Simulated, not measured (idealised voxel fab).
The following process module bears the name voxel capacitor over wiring.
Cross-sectional view cut (width: 235 nm; square cell size: 5 nm).
We lay out every cross-section as a grid of square cells and spell it out in bands from the top down, where one band means one or more rows of cells.
Top, bottom (nm), then materials left to right with widths (nm); lone material tagged "edge to edge" fills the whole band edge to edge; "empty" = empty space.
It should be noted that heights are counted from 0, beneath which the wafer as supplied is of one material throughout, and that the lowest band possesses no lower boundary but continues downward, as written in "0 and below".
Read "30->40" as a graded width: first number on top, second number at the bottom, same change between each pair of neighbouring rows.
What does "remained the same" mean for a step? It means no cell of the cross-section changed in that step.
Empty spaces counting at least 8 cells and having no open way to the top are listed in "Closed void inventory". The notation width x height at distance is used for each, the distance being from the left edge and all three values in nm.
On a step's line, text after the settings is the simulator commenting on that step.
overlay nm: step with mask; distance mask lay right of planned place; negative value = left of planned place.
Each of the pairs that make up the rest of this document says: here is the cross-section before one process step, here is the cross-section after it, drawn only down to the lowest band that changed, and here, under the pair, is the step lying between them with its settings. Different pairs may come from different runs of this module on the same starting wafer, so a pair continues from the pair above it only where its entry headed "Pre-step section" says so.

[Pre-step section]
> 90 down to 80 | empty 70, TiN 70, empty 95
> 80 down to 75 | empty 70, Al2O3 70, empty 95
> 75 down to 65 | TiN edge to edge
> 65 down to 45 | SiO2 70, TiN 5, W 5, TiN 5, SiO2 150
> 45 down to 40 | SiCN 70, TiN 15, SiCN 150
> 40 down to 35 | SiCN 55, TiN 30, SiCN 65, TiN 30, SiCN 55
> 35 down to 10 | Ru edge to edge
> 10 down to 0 | SiO2 edge to edge
> 0 and below | Si edge to edge
> Closed void inventory: none

[Sectional View, Post-Process]
> 90 down to 80 | empty 70, TiN 70, empty 95
> 80 down to 75 | empty 70, Al2O3 70, empty 95
> 75 down to 65 | empty 65, TiN 80, empty 90
> Whatever lies below 65 is exactly as it was before.
> Closed void inventory: none
Can you say which step sits between the two cross-sections above? MASKED_ETCH [tone cover] [mask id LOWER_PLATE] [width nm 80] [etch materials TiN] [depth nm 10] [overlay nm 0]

Pre-step section: see the after view in the pair directly above.

[Sectional View, Post-Process]
> 110 down to 90 | SiO2 edge to edge
> 90 down to 80 | SiO2 70, TiN 70, SiO2 95
> 80 down to 75 | SiO2 70, Al2O3 70, SiO2 95
> 75 down to 65 | SiO2 65, TiN 80, SiO2 90
> Whatever lies below 65 is exactly as it was before.
> Closed void inventory: none
Can you say which step sits between the two cross-sections above? FILL_DEP [material SiO2] [thk nm 20]

Pre-step section: see the after view in the pair directly above.

[Sectional View, Post-Process]
> 105 down to 90 | SiO2 edge to edge
> Whatever lies below 90 is exactly as it was before.
> Closed void inventory: none
Can you say which step sits between the two cross-sections above? CMP [height nm 105]

Pre-step section: see the after view in the pair directly above.

[Sectional View, Post-Process]
> 115 down to 105 | aC edge to edge
> Whatever lies below 105 is exactly as it was before.
> Closed void inventory: none
Can you say which step sits between the two cross-sections above? DIRECTIONAL_DEP [material aC] [thk nm 10]

Pre-step section: see the after view in the pair directly above.

[Sectional View, Post-Process]
> 145 down to 115 | resist 80, empty 15, resist 140
> Whatever lies below 115 is exactly as it was before.
> Closed void inventory: none
Can you say which step sits between the two cross-sections above? PATTERN [tone open] [mask id PLUG_2] [material resist] [width nm 15] [thk nm 30] [overlay nm 0]

Pre-step section: see the after view in the pair directly above.

[Sectional View, Post-Process]
> 135 down to 115 | resist 80, empty 15, resist 140
> 115 down to 105 | aC 80, empty 15, aC 140
> Whatever lies below 105 is exactly as it was before.
> Closed void inventory: none
Can you say which step sits between the two cross-sections above? DIRECTIONAL_ETCH [etch materials aC] [depth nm 10]

Pre-step section: see the after view in the pair directly above.

[Sectional View, Post-Process]
> 115 down to 105 | aC 80, empty 15, aC 140
> Whatever lies below 105 is exactly as it was before.
> Closed void inventory: none
Can you say which step sits between the two cross-sections above? STRIP [etch materials resist]

Pre-step section: see the after view in the pair directly above.

[Sectional View, Post-Process]
> 115 down to 105 | aC 80, empty 15, aC 140
> 105 down to 90 | SiO2 80, empty 15, SiO2 140
> Whatever lies below 90 is exactly as it was before.
> Closed void inventory: none
Can you say which step sits between the two cross-sections above? DIRECTIONAL_ETCH [etch materials SiO2] [depth nm 15]

Pre-step section: see the after view in the pair directly above.

[Sectional View, Post-Process]
> 105 down to 90 | SiO2 80, empty 15, SiO2 140
> Whatever lies below 90 is exactly as it was before.
> Closed void inventory: none
Can you say which step sits between the two cross-sections above? STRIP [etch materials aC]

Pre-step section: see the after view in the pair directly above.

[Sectional View, Post-Process]
> 110 down to 105 | TiN 85, empty 5, TiN 145
> 105 down to 95 | SiO2 80, TiN 5, empty 5, TiN 5, SiO2 140
> 95 down to 90 | SiO2 80, TiN 15, SiO2 140
> Whatever lies below 90 is exactly as it was before.
> Closed void inventory: none
Can you say which step sits between the two cross-sections above? CONFORMAL_DEP [material TiN] [thk nm 5]

Pre-step section: see the after view in the pair directly above.

[Sectional View, Post-Process]
> 115 down to 110 | Ru edge to edge
> 110 down to 105 | TiN 85, Ru 5, TiN 145
> 105 down to 95 | SiO2 80, TiN 5, Ru 5, TiN 5, SiO2 140
> Whatever lies below 95 is exactly as it was before.
> Closed void inventory: none
Can you say which step sits between the two cross-sections above? FILL_DEP [material Ru] [thk nm 5]

Pre-step section: see the after view in the pair directly above.

[Sectional View, Post-Process]
> 105 down to 95 | SiO2 80, TiN 5, Ru 5, TiN 5, SiO2 140
> Whatever lies below 95 is exactly as it was before.
> Closed void inventory: none
Can you say which step sits between the two cross-sections above? CMP [height nm 105]

Pre-step section: see the after view in the pair directly above.

[Sectional View, Post-Process]
> 110 down to 105 | SiCN edge to edge
> Whatever lies below 105 is exactly as it was before.
> Closed void inventory: none
Can you say which step sits between the two cross-sections above? CONFORMAL_DEP [material SiCN] [thk nm 5]

[Pre-step section]
> 65 down to 45 | SiO2 70, TiN 5, W 5, TiN 5, SiO2 150
> 45 down to 40 | SiCN 70, TiN 15, SiCN 150
> 40 down to 15 | SiO2 50, SiCN 5, Ru 30, SiCN 5, SiO2 55, SiCN 5, Ru 30, SiCN 5, SiO2 50
> 15 down to 10 | SiCN 55, TiN 30, SiCN 65, TiN 30, SiCN 55
> 10 down to 0 | SiO2 edge to edge
> 0 and below | Si edge to edge
> Closed void inventory: none

[Sectional View, Post-Process]
> 80 down to 65 | TiN edge to edge
> Whatever lies below 65 is exactly as it was before.
> Closed void inventory: none
Can you say which step sits between the two cross-sections above? DIRECTIONAL_DEP [material TiN] [thk nm 15]

Pre-step section: see the after view in the pair directly above.

[Sectional View, Post-Process]
> 85 down to 80 | Al2O3 edge to edge
> Whatever lies below 80 is exactly as it was before.
> Closed void inventory: none
Can you say which step sits between the two cross-sections above? DIRECTIONAL_DEP [material Al2O3] [thk nm 5]

Pre-step section: see the after view in the pair directly above.

[Sectional View, Post-Process]
> 95 down to 85 | TiN edge to edge
> Whatever lies below 85 is exactly as it was before.
> Closed void inventory: none
Can you say which step sits between the two cross-sections above? DIRECTIONAL_DEP [material TiN] [thk nm 10]

Pre-step section: see the after view in the pair directly above.

[Sectional View, Post-Process]
> 95 down to 85 | empty 70, TiN 70, empty 95
> Whatever lies below 85 is exactly as it was before.
> Closed void inventory: none
Can you say which step sits between the two cross-sections above? MASKED_ETCH [tone cover] [mask id UPPER_PLATE] [width nm 70] [etch materials TiN] [depth nm 10] [overlay nm 0]

Pre-step section: see the after view in the pair directly above.

[Sectional View, Post-Process]
> 95 down to 85 | empty 70, TiN 70, empty 95
> 85 down to 80 | empty 70, Al2O3 70, empty 95
> Whatever lies below 80 is exactly as it was before.
> Closed void inventory: none
Can you say which step sits between the two cross-sections above? MASKED_ETCH [tone cover] [mask id UPPER_PLATE] [width nm 70] [etch materials Al2O3] [depth nm 5] [overlay nm 0]

Pre-step section: see the after view in the pair directly above.

[Sectional View, Post-Process]
> 95 down to 85 | empty 70, TiN 70, empty 95
> 85 down to 80 | empty 70, Al2O3 70, empty 95
> 80 down to 70 | empty 65, TiN 80, empty 90
> Whatever lies below 70 is exactly as it was before.
> Closed void inventory: none
Can you say which step sits between the two cross-sections above? MASKED_ETCH [tone cover] [mask id LOWER_PLATE] [width nm 80] [etch materials TiN] [depth nm 10] [overlay nm 0]

Pre-step section: see the after view in the pair directly above.

[Sectional View, Post-Process]
> 115 down to 95 | SiO2 edge to edge
> 95 down to 85 | SiO2 70, TiN 70, SiO2 95
> 85 down to 80 | SiO2 70, Al2O3 70, SiO2 95
> 80 down to 70 | SiO2 65, TiN 80, SiO2 90
> Whatever lies below 70 is exactly as it was before.
> Closed void inventory: none
Can you say which step sits between the two cross-sections above? FILL_DEP [material SiO2] [thk nm 20]

Pre-step section: see the after view in the pair directly above.

[Sectional View, Post-Process]
> 105 down to 95 | SiO2 edge to edge
> Whatever lies below 95 is exactly as it was before.
> Closed void inventory: none
Can you say which step sits between the two cross-sections above? CMP [height nm 105]

Pre-step section: see the after view in the pair directly above.

[Sectional View, Post-Process]
> 115 down to 105 | aC edge to edge
> Whatever lies below 105 is exactly as it was before.
> Closed void inventory: none
Can you say which step sits between the two cross-sections above? DIRECTIONAL_DEP [material aC] [thk nm 10]

Pre-step section: see the after view in the pair directly above.

[Sectional View, Post-Process]
> 145 down to 115 | resist 80, empty 15, resist 140
> Whatever lies below 115 is exactly as it was before.
> Closed void inventory: none
Can you say which step sits between the two cross-sections above? PATTERN [tone open] [mask id PLUG_2] [material resist] [width nm 15] [thk nm 30] [overlay nm 0]

Pre-step section: see the after view in the pair directly above.

[Sectional View, Post-Process]
> 135 down to 115 | resist 80, empty 15, resist 140
> 115 down to 105 | aC 80, empty 15, aC 140
> Whatever lies below 105 is exactly as it was before.
> Closed void inventory: none
Can you say which step sits between the two cross-sections above? DIRECTIONAL_ETCH [etch materials aC] [depth nm 10]

Pre-step section: see the after view in the pair directly above.

[Sectional View, Post-Process]
> 115 down to 105 | aC 80, empty 15, aC 140
> Whatever lies below 105 is exactly as it was before.
> Closed void inventory: none
Can you say which step sits between the two cross-sections above? STRIP [etch materials resist]

Pre-step section: see the after view in the pair directly above.

[Sectional View, Post-Process]
> 115 down to 105 | aC 80, empty 15, aC 140
> 105 down to 95 | SiO2 80, empty 15, SiO2 140
> Whatever lies below 95 is exactly as it was before.
> Closed void inventory: none
Can you say which step sits between the two cross-sections above? DIRECTIONAL_ETCH [etch materials SiO2] [depth nm 15]

Pre-step section: see the after view in the pair directly above.

[Sectional View, Post-Process]
> 105 down to 95 | SiO2 80, empty 15, SiO2 140
> Whatever lies below 95 is exactly as it was before.
> Closed void inventory: none
Can you say which step sits between the two cross-sections above? STRIP [etch materials aC]

Pre-step section: see the after view in the pair directly above.

[Sectional View, Post-Process]
> 110 down to 105 | TiN 85, empty 5, TiN 145
> 105 down to 100 | SiO2 80, TiN 5, empty 5, TiN 5, SiO2 140
> 100 down to 95 | SiO2 80, TiN 15, SiO2 140
> Whatever lies below 95 is exactly as it was before.
> Closed void inventory: none
Can you say which step sits between the two cross-sections above? CONFORMAL_DEP [material TiN] [thk nm 5]

Pre-step section: see the after view in the pair directly above.

[Sectional View, Post-Process]
> 115 down to 110 | Ru edge to edge
> 110 down to 105 | TiN 85, Ru 5, TiN 145
> 105 down to 100 | SiO2 80, TiN 5, Ru 5, TiN 5, SiO2 140
> Whatever lies below 100 is exactly as it was before.
> Closed void inventory: none
Can you say which step sits between the two cross-sections above? FILL_DEP [material Ru] [thk nm 5]

Pre-step section: see the after view in the pair directly above.

[Sectional View, Post-Process]
> 105 down to 100 | SiO2 80, TiN 5, Ru 5, TiN 5, SiO2 140
> Whatever lies below 100 is exactly as it was before.
> Closed void inventory: none
Can you say which step sits between the two cross-sections above? CMP [height nm 105]

Pre-step section: see the after view in the pair directly above.

[Sectional View, Post-Process]
> 110 down to 105 | SiCN edge to edge
> Whatever lies below 105 is exactly as it was before.
> Closed void inventory: none
Can you say which step sits between the two cross-sections above? CONFORMAL_DEP [material SiCN] [thk nm 5]

[Pre-step section]
> 115 down to 105 | aC edge to edge
> 105 down to 90 | SiO2 edge to edge
> 90 down to 80 | SiO2 70, TiN 70, SiO2 95
> 80 down to 75 | SiO2 70, Al2O3 70, SiO2 95
> 75 down to 65 | SiO2 65, TiN 80, SiO2 90
> 65 down to 45 | SiO2 70, TiN 5, W 5, TiN 5, SiO2 150
> 45 down to 40 | SiCN 70, TiN 15, SiCN 150
> 40 down to 15 | SiO2 50, SiCN 5, Ru 30, SiCN 5, SiO2 55, SiCN 5, Ru 30, SiCN 5, SiO2 50
> 15 down to 10 | SiCN 55, TiN 30, SiCN 65, TiN 30, SiCN 55
> 10 down to 0 | SiO2 edge to edge
> 0 and below | Si edge to edge
> Closed void inventory: none

[Sectional View, Post-Process]
> 145 down to 115 | resist 80, empty 20, resist 135
> Whatever lies below 115 is exactly as it was before.
> Closed void inventory: none
Can you say which step sits between the two cross-sections above? PATTERN [tone open] [mask id PLUG_2] [material resist] [width nm 20] [thk nm 30] [overlay nm 0]

Pre-step section: see the after view in the pair directly above.

[Sectional View, Post-Process]
> 135 down to 115 | resist 80, empty 20, resist 135
> 115 down to 105 | aC 80, empty 20, aC 135
> Whatever lies below 105 is exactly as it was before.
> Closed void inventory: none
Can you say which step sits between the two cross-sections above? DIRECTIONAL_ETCH [etch materials aC] [depth nm 10]

Pre-step section: see the after view in the pair directly above.

[Sectional View, Post-Process]
> 115 down to 105 | aC 80, empty 20, aC 135
> Whatever lies below 105 is exactly as it was before.
> Closed void inventory: none
Can you say which step sits between the two cross-sections above? STRIP [etch materials resist]

Pre-step section: see the after view in the pair directly above.

[Sectional View, Post-Process]
> 115 down to 105 | aC 80, empty 20, aC 135
> 105 down to 90 | SiO2 80, empty 20, SiO2 135
> Whatever lies below 90 is exactly as it was before.
> Closed void inventory: none
Can you say which step sits between the two cross-sections above? DIRECTIONAL_ETCH [etch materials SiO2] [depth nm 15]

Pre-step section: see the after view in the pair directly above.

[Sectional View, Post-Process]
> 105 down to 90 | SiO2 80, empty 20, SiO2 135
> Whatever lies below 90 is exactly as it was before.
> Closed void inventory: none
Can you say which step sits between the two cross-sections above? STRIP [etch materials aC]

Pre-step section: see the after view in the pair directly above.

[Sectional View, Post-Process]
> 110 down to 105 | TiN 85, empty 10, TiN 140
> 105 down to 95 | SiO2 80, TiN 5, empty 10, TiN 5, SiO2 135
> 95 down to 90 | SiO2 80, TiN 20, SiO2 135
> Whatever lies below 90 is exactly as it was before.
> Closed void inventory: none
Can you say which step sits between the two cross-sections above? CONFORMAL_DEP [material TiN] [thk nm 5]

Pre-step section: see the after view in the pair directly above.

[Sectional View, Post-Process]
> 115 down to 110 | Ru edge to edge
> 110 down to 105 | TiN 85, Ru 10, TiN 140
> 105 down to 95 | SiO2 80, TiN 5, Ru 10, TiN 5, SiO2 135
> Whatever lies below 95 is exactly as it was before.
> Closed void inventory: none
Can you say which step sits between the two cross-sections above? FILL_DEP [material Ru] [thk nm 5]

Pre-step section: see the after view in the pair directly above.

[Sectional View, Post-Process]
> 105 down to 95 | SiO2 80, TiN 5, Ru 10, TiN 5, SiO2 135
> Whatever lies below 95 is exactly as it was before.
> Closed void inventory: none
Can you say which step sits between the two cross-sections above? CMP [height nm 105]

Pre-step section: see the after view in the pair directly above.

[Sectional View, Post-Process]
> 110 down to 105 | SiCN edge to edge
> Whatever lies below 105 is exactly as it was before.
> Closed void inventory: none
Can you say which step sits between the two cross-sections above? CONFORMAL_DEP [material SiCN] [thk nm 5]

[Pre-step section]
> 40 down to 15 | Ru edge to edge
> 15 down to 10 | TiN edge to edge
> 10 down to 0 | SiO2 edge to edge
> 0 and below | Si edge to edge
> Closed void inventory: none

[Sectional View, Post-Process]
> 40 down to 15 | empty 60, Ru 30, empty 65, Ru 30, empty 50
> Whatever lies below 15 is exactly as it was before.
> Closed void inventory: none
Can you say which step sits between the two cross-sections above? MASKED_ETCH [tone cover] [mask id METAL_1] [width nm 30] [pitch nm 95] [etch materials Ru] [depth nm 25] [overlay nm 5]

Pre-step section: see the after view in the pair directly above.

[Sectional View, Post-Process]
> 40 down to 15 | empty 60, Ru 30, empty 65, Ru 30, empty 50
> 15 down to 10 | empty 55, TiN 35, empty 60, TiN 35, empty 50
> Whatever lies below 10 is exactly as it was before.
> Closed void inventory: none
Can you say which step sits between the two cross-sections above? MASKED_ETCH [tone cover] [mask id METAL_1] [width nm 30] [pitch nm 95] [etch materials TiN] [depth nm 5] [overlay nm 0]

Pre-step section: see the after view in the pair directly above.

[Sectional View, Post-Process]
> 45 down to 40 | empty 55, SiCN 40, empty 55, SiCN 40, empty 45
> 40 down to 20 | empty 55, SiCN 5, Ru 30, SiCN 5, empty 55, SiCN 5, Ru 30, SiCN 5, empty 45
> 20 down to 15 | empty 50, SiCN 10, Ru 30, SiCN 5, empty 50, SiCN 10, Ru 30, SiCN 5, empty 45
> 15 down to 10 | SiCN 55, TiN 35, SiCN 60, TiN 35, SiCN 50
> Whatever lies below 10 is exactly as it was before.
> Closed void inventory: none
Can you say which step sits between the two cross-sections above? CONFORMAL_DEP [material SiCN] [thk nm 5]

Pre-step section: see the after view in the pair directly above.

[Sectional View, Post-Process]
> 50 down to 45 | SiO2 edge to edge
> 45 down to 40 | SiO2 55, SiCN 40, SiO2 55, SiCN 40, SiO2 45
> 40 down to 20 | SiO2 55, SiCN 5, Ru 30, SiCN 5, SiO2 55, SiCN 5, Ru 30, SiCN 5, SiO2 45
> 20 down to 15 | SiO2 50, SiCN 10, Ru 30, SiCN 5, SiO2 50, SiCN 10, Ru 30, SiCN 5, SiO2 45
> Whatever lies below 15 is exactly as it was before.
> Closed void inventory: none
Can you say which step sits between the two cross-sections above? FILL_DEP [material SiO2] [thk nm 5]

Pre-step section: see the after view in the pair directly above.

[Sectional View, Post-Process]
> 40 down to 20 | SiO2 55, SiCN 5, Ru 30, SiCN 5, SiO2 55, SiCN 5, Ru 30, SiCN 5, SiO2 45
> Whatever lies below 20 is exactly as it was before.
> Closed void inventory: none
Can you say which step sits between the two cross-sections above? CMP [height nm 40]

Pre-step section: see the after view in the pair directly above.

[Sectional View, Post-Process]
> 45 down to 40 | SiCN edge to edge
> Whatever lies below 40 is exactly as it was before.
> Closed void inventory: none
Can you say which step sits between the two cross-sections above? CONFORMAL_DEP [material SiCN] [thk nm 5]

Pre-step section: see the after view in the pair directly above.

[Sectional View, Post-Process]
> 65 down to 45 | SiO2 edge to edge
> Whatever lies below 45 is exactly as it was before.
> Closed void inventory: none
Can you say which step sits between the two cross-sections above? DIRECTIONAL_DEP [material SiO2] [thk nm 20]

Pre-step section: see the after view in the pair directly above.

[Sectional View, Post-Process]
> 85 down to 65 | resist 70, empty 15, resist 150
> Whatever lies below 65 is exactly as it was before.
> Closed void inventory: none
Can you say which step sits between the two cross-sections above? PATTERN [tone open] [mask id PLUG_1] [material resist] [width nm 15] [thk nm 20] [overlay nm 0]

Pre-step section: see the after view in the pair directly above.

[Sectional View, Post-Process]
> 85 down to 65 | resist 70, empty 15, resist 150
> 65 down to 45 | SiO2 70, empty 15, SiO2 150
> Whatever lies below 45 is exactly as it was before.
> Closed void inventory: none
Can you say which step sits between the two cross-sections above? DIRECTIONAL_ETCH [etch materials SiO2] [depth nm 20]

Pre-step section: see the after view in the pair directly above.

[Sectional View, Post-Process]
> 85 down to 65 | resist 70, empty 15, resist 150
> 65 down to 45 | SiO2 70, empty 15, SiO2 150
> 45 down to 40 | SiCN 70, empty 15, SiCN 150
> Whatever lies below 40 is exactly as it was before.
> Closed void inventory: none
Can you say which step sits between the two cross-sections above? DIRECTIONAL_ETCH [etch materials SiCN] [depth nm 5]

Pre-step section: see the after view in the pair directly above.

[Sectional View, Post-Process]
> 65 down to 45 | SiO2 70, empty 15, SiO2 150
> Whatever lies below 45 is exactly as it was before.
> Closed void inventory: none
Can you say which step sits between the two cross-sections above? STRIP [etch materials resist]

Pre-step section: see the after view in the pair directly above.

[Sectional View, Post-Process]
> 70 down to 65 | TiN 75, empty 5, TiN 155
> 65 down to 45 | SiO2 70, TiN 5, empty 5, TiN 5, SiO2 150
> 45 down to 40 | SiCN 70, TiN 15, SiCN 150
> Whatever lies below 40 is exactly as it was before.
> Closed void inventory: none
Can you say which step sits between the two cross-sections above? CONFORMAL_DEP [material TiN] [thk nm 5]

Pre-step section: see the after view in the pair directly above.

[Sectional View, Post-Process]
> 80 down to 70 | W edge to edge
> 70 down to 65 | TiN 75, W 5, TiN 155
> 65 down to 45 | SiO2 70, TiN 5, W 5, TiN 5, SiO2 150
> Whatever lies below 45 is exactly as it was before.
> Closed void inventory: none
Can you say which step sits between the two cross-sections above? FILL_DEP [material W] [thk nm 10]

Pre-step section: see the after view in the pair directly above.

[Sectional View, Post-Process]
> 65 down to 45 | SiO2 70, TiN 5, W 5, TiN 5, SiO2 150
> Whatever lies below 45 is exactly as it was before.
> Closed void inventory: none
Can you say which step sits between the two cross-sections above? CMP [height nm 65]

Pre-step section: see the after view in the pair directly above.

[Sectional View, Post-Process]
> 75 down to 65 | TiN edge to edge
> Whatever lies below 65 is exactly as it was before.
> Closed void inventory: none
Can you say which step sits between the two cross-sections above? DIRECTIONAL_DEP [material TiN] [thk nm 10]

Pre-step section: see the after view in the pair directly above.

[Sectional View, Post-Process]
> 80 down to 75 | Al2O3 edge to edge
> Whatever lies below 75 is exactly as it was before.
> Closed void inventory: none
Can you say which step sits between the two cross-sections above? DIRECTIONAL_DEP [material Al2O3] [thk nm 5]

Pre-step section: see the after view in the pair directly above.

[Sectional View, Post-Process]
> 90 down to 80 | TiN edge to edge
> Whatever lies below 80 is exactly as it was before.
> Closed void inventory: none
Can you say which step sits between the two cross-sections above? DIRECTIONAL_DEP [material TiN] [thk nm 10]

Pre-step section: see the after view in the pair directly above.

[Sectional View, Post-Process]
> 90 down to 80 | empty 70, TiN 70, empty 95
> Whatever lies below 80 is exactly as it was before.
> Closed void inventory: none
Can you say which step sits between the two cross-sections above? MASKED_ETCH [tone cover] [mask id UPPER_PLATE] [width nm 70] [etch materials TiN] [depth nm 10] [overlay nm 0]

Pre-step section: see the after view in the pair directly above.

[Sectional View, Post-Process]
> 90 down to 80 | empty 70, TiN 70, empty 95
> 80 down to 75 | empty 70, Al2O3 70, empty 95
> Whatever lies below 75 is exactly as it was before.
> Closed void inventory: none
Can you say which step sits between the two cross-sections above? MASKED_ETCH [tone cover] [mask id UPPER_PLATE] [width nm 70] [etch materials Al2O3] [depth nm 5] [overlay nm 0]

Pre-step section: see the after view in the pair directly above.

[Sectional View, Post-Process]
> 90 down to 80 | empty 70, TiN 70, empty 95
> 80 down to 75 | empty 70, Al2O3 70, empty 95
> 75 down to 65 | empty 65, TiN 80, empty 90
> Whatever lies below 65 is exactly as it was before.
> Closed void inventory: none
Can you say which step sits between the two cross-sections above? MASKED_ETCH [tone cover] [mask id LOWER_PLATE] [width nm 80] [etch materials TiN] [depth nm 10] [overlay nm 0]

Pre-step section: see the after view in the pair directly above.

[Sectional View, Post-Process]
> 110 down to 90 | SiO2 edge to edge
> 90 down to 80 | SiO2 70, TiN 70, SiO2 95
> 80 down to 75 | SiO2 70, Al2O3 70, SiO2 95
> 75 down to 65 | SiO2 65, TiN 80, SiO2 90
> Whatever lies below 65 is exactly as it was before.
> Closed void inventory: none
Can you say which step sits between the two cross-sections above? FILL_DEP [material SiO2] [thk nm 20]

Pre-step section: see the after view in the pair directly above.

[Sectional View, Post-Process]
> 105 down to 90 | SiO2 edge to edge
> Whatever lies below 90 is exactly as it was before.
> Closed void inventory: none
Can you say which step sits between the two cross-sections above? CMP [height nm 105]

Pre-step section: see the after view in the pair directly above.

[Sectional View, Post-Process]
> 115 down to 105 | aC edge to edge
> Whatever lies below 105 is exactly as it was before.
> Closed void inventory: none
Can you say which step sits between the two cross-sections above? DIRECTIONAL_DEP [material aC] [thk nm 10]

Pre-step section: see the after view in the pair directly above.

[Sectional View, Post-Process]
> 145 down to 115 | resist 80, empty 15, resist 140
> Whatever lies below 115 is exactly as it was before.
> Closed void inventory: none
Can you say which step sits between the two cross-sections above? PATTERN [tone open] [mask id PLUG_2] [material resist] [width nm 15] [thk nm 30] [overlay nm 0]

Pre-step section: see the after view in the pair directly above.

[Sectional View, Post-Process]
> 135 down to 115 | resist 80, empty 15, resist 140
> 115 down to 105 | aC 80, empty 15, aC 140
> Whatever lies below 105 is exactly as it was before.
> Closed void inventory: none
Can you say which step sits between the two cross-sections above? DIRECTIONAL_ETCH [etch materials aC] [depth nm 10]

Pre-step section: see the after view in the pair directly above.

[Sectional View, Post-Process]
> 115 down to 105 | aC 80, empty 15, aC 140
> Whatever lies below 105 is exactly as it was before.
> Closed void inventory: none
Can you say which step sits between the two cross-sections above? STRIP [etch materials resist]

Pre-step section: see the after view in the pair directly above.

[Sectional View, Post-Process]
> 115 down to 105 | aC 80, empty 15, aC 140
> 105 down to 90 | SiO2 80, empty 15, SiO2 140
> Whatever lies below 90 is exactly as it was before.
> Closed void inventory: none
Can you say which step sits between the two cross-sections above? DIRECTIONAL_ETCH [etch materials SiO2] [depth nm 15]

Pre-step section: see the after view in the pair directly above.

[Sectional View, Post-Process]
> 105 down to 90 | SiO2 80, empty 15, SiO2 140
> Whatever lies below 90 is exactly as it was before.
> Closed void inventory: none
Can you say which step sits between the two cross-sections above? STRIP [etch materials aC]

Pre-step section: see the after view in the pair directly above.

[Sectional View, Post-Process]
> 110 down to 105 | TiN 85, empty 5, TiN 145
> 105 down to 95 | SiO2 80, TiN 5, empty 5, TiN 5, SiO2 140
> 95 down to 90 | SiO2 80, TiN 15, SiO2 140
> Whatever lies below 90 is exactly as it was before.
> Closed void inventory: none
Can you say which step sits between the two cross-sections above? CONFORMAL_DEP [material TiN] [thk nm 5]

Pre-step section: see the after view in the pair directly above.

[Sectional View, Post-Process]
> 115 down to 110 | Ru edge to edge
> 110 down to 105 | TiN 85, Ru 5, TiN 145
> 105 down to 95 | SiO2 80, TiN 5, Ru 5, TiN 5, SiO2 140
> Whatever lies below 95 is exactly as it was before.
> Closed void inventory: none
Can you say which step sits between the two cross-sections above? FILL_DEP [material Ru] [thk nm 5]

Pre-step section: see the after view in the pair directly above.

[Sectional View, Post-Process]
> 105 down to 95 | SiO2 80, TiN 5, Ru 5, TiN 5, SiO2 140
> Whatever lies below 95 is exactly as it was before.
> Closed void inventory: none
Can you say which step sits between the two cross-sections above? CMP [height nm 105]

Pre-step section: see the after view in the pair directly above.

[Sectional View, Post-Process]
> 110 down to 105 | SiCN edge to edge
> Whatever lies below 105 is exactly as it was before.
> Closed void inventory: none
Can you say which step sits between the two cross-sections above? CONFORMAL_DEP [material SiCN] [thk nm 5]

[Pre-step section]
> 90 down to 80 | empty 70, TiN 70, empty 95
> 80 down to 75 | empty 70, Al2O3 70, empty 95
> 75 down to 65 | empty 65, TiN 80, empty 90
> 65 down to 45 | SiO2 70, TiN 5, W 5, TiN 5, SiO2 150
> 45 down to 40 | SiCN 70, TiN 15, SiCN 150
> 40 down to 15 | SiO2 50, SiCN 5, Ru 30, SiCN 5, SiO2 55, SiCN 5, Ru 30, SiCN 5, SiO2 50
> 15 down to 10 | SiCN 55, TiN 30, SiCN 65, TiN 30, SiCN 55
> 10 down to 0 | SiO2 edge to edge
> 0 and below | Si edge to edge
> Closed void inventory: none

[Sectional View, Post-Process]
> 110 down to 90 | SiCN edge to edge
> 90 down to 80 | SiCN 70, TiN 70, SiCN 95
> 80 down to 75 | SiCN 70, Al2O3 70, SiCN 95
> 75 down to 65 | SiCN 65, TiN 80, SiCN 90
> Whatever lies below 65 is exactly as it was before.
> Closed void inventory: none
Can you say which step sits between the two cross-sections above? FILL_DEP [material SiCN] [thk nm 20]

Pre-step section: see the after view in the pair directly above.

[Sectional View, Post-Process]
> 105 down to 90 | SiCN edge to edge
> Whatever lies below 90 is exactly as it was before.
> Closed void inventory: none
Can you say which step sits between the two cross-sections above? CMP [height nm 105]

Pre-step section: see the after view in the pair directly above.

[Sectional View, Post-Process]
> 115 down to 105 | aC edge to edge
> Whatever lies below 105 is exactly as it was before.
> Closed void inventory: none
Can you say which step sits between the two cross-sections above? DIRECTIONAL_DEP [material aC] [thk nm 10]

Pre-step section: see the after view in the pair directly above.

[Sectional View, Post-Process]
> 145 down to 115 | resist 80, empty 15, resist 140
> Whatever lies below 115 is exactly as it was before.
> Closed void inventory: none
Can you say which step sits between the two cross-sections above? PATTERN [tone open] [mask id PLUG_2] [material resist] [width nm 15] [thk nm 30] [overlay nm 0]

Pre-step section: see the after view in the pair directly above.

[Sectional View, Post-Process]
> 135 down to 115 | resist 80, empty 15, resist 140
> 115 down to 105 | aC 80, empty 15, aC 140
> Whatever lies below 105 is exactly as it was before.
> Closed void inventory: none
Can you say which step sits between the two cross-sections above? DIRECTIONAL_ETCH [etch materials aC] [depth nm 10]

Pre-step section: see the after view in the pair directly above.

[Sectional View, Post-Process]
> 115 down to 105 | aC 80, empty 15, aC 140
> Whatever lies below 105 is exactly as it was before.
> Closed void inventory: none
Can you say which step sits between the two cross-sections above? STRIP [etch materials resist]

Pre-step section: see the after view in the pair directly above.

[Sectional View, Post-Process]
> 105 down to 90 | SiCN edge to edge
> Whatever lies below 90 is exactly as it was before.
> Closed void inventory: none
Can you say which step sits between the two cross-sections above? STRIP [etch materials aC]

Pre-step section: see the after view in the pair directly above.

[Sectional View, Post-Process]
> 110 down to 105 | TiN edge to edge
> Whatever lies below 105 is exactly as it was before.
> Closed void inventory: none
Can you say which step sits between the two cross-sections above? CONFORMAL_DEP [material TiN] [thk nm 5]

Pre-step section: see the after view in the pair directly above.

[Sectional View, Post-Process]
> 115 down to 110 | Ru edge to edge
> Whatever lies below 110 is exactly as it was before.
> Closed void inventory: none
Can you say which step sits between the two cross-sections above? FILL_DEP [material Ru] [thk nm 5]

Pre-step section: see the after view in the pair directly above.

[Sectional View, Post-Process]
> 105 down to 90 | SiCN edge to edge
> Whatever lies below 90 is exactly as it was before.
> Closed void inventory: none
Can you say which step sits between the two cross-sections above? CMP [height nm 105]
